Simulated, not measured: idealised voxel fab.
Process module name: voxel quadruple lines
Square cells of 5 nm make up the cross-section cut, whose width is 285 nm.
When this document writes out a cross-section, it uses a grid of square cells and lists it as bands, beginning at the top and moving down, with a band standing for one or more rows of cells. Read a band's entry like this: the first values are the height of its top and the height of its bottom in nm, and what follows is the sequence of materials from left to right, each with its width in nm. Note that "blank" is empty space, and that a single material marked "full width" reaches across the band from edge to edge. Heights from 0 (as-received wafer is one material below). Bottom band endless downward, as "from 0 down". Note: "30->40" means the width goes from the first number (top row of the band) to the second number (bottom row) in equal steps per row of cells. No cell of the cross-section changed in a step that is given as "stayed the same". The list in "Trapped void list" covers empty spaces of 8 cells or more that cannot reach the top through any open way, and it gives each as width x height at distance; the distance is from the left edge, and width, height and distance are in nm. Post-settings text on a step line: simulator's own remark regarding the step. The optional step-line setting "overlay nm" applies to steps with a mask and quantifies how far to the right of its planned location the mask lay, a negative value indicating leftward placement.
Planned step list for the process
1. RECEIVE,material Si
2. CONFORMAL_DEP,material SiO2,thk nm 10
3. DIRECTIONAL_DEP,material TiN,thk nm 10
4. DIRECTIONAL_DEP,material polySi,thk nm 15
5. DIRECTIONAL_DEP,material aC,thk nm 25
6. PATTERN,tone cover,mask id MANDREL,material resist,width nm 25,thk nm 35,overlay nm 0
7. DIRECTIONAL_ETCH,etch materials aC,depth nm 25
8. STRIP,etch materials resist
9. CONFORMAL_DEP,material SiO2,thk nm 15
10. DIRECTIONAL_ETCH,etch materials SiO2,depth nm 15
11. STRIP,etch materials aC
12. DIRECTIONAL_ETCH,etch materials polySi,depth nm 15
13. STRIP,etch materials SiO2
14. CONFORMAL_DEP,material SiN,thk nm 5
15. DIRECTIONAL_ETCH,etch materials SiN,depth nm 5
16. STRIP,etch materials polySi
17. DIRECTIONAL_ETCH,etch materials TiN,depth nm 10
18. STRIP,etch materials SiN
Incoming wafer in cross-section (state: after step 1)
> from 0 down  Si full width
> Trapped void list: none
The following cross-section depicts the wafer upon conclusion of the module. Processing commenced from the starting condition illustrated above and adhered to the plan illustrated above, save for one mistake in execution
> from 20 to 10  100 of blank  5 of TiN  15 of blank  5 of TiN  15 of blank  5 of TiN  15 of blank  5 of TiN  120 of blank
> from 10 to 0  SiO2 full width
> from 0 down  Si full width
> Trapped void list: none
Plan not followed: so step 6 ended up running with a different setting than we planned, it ran as PATTERN,tone cover,mask id MANDREL,material resist,width nm 25,thk nm 35,overlay nm -10
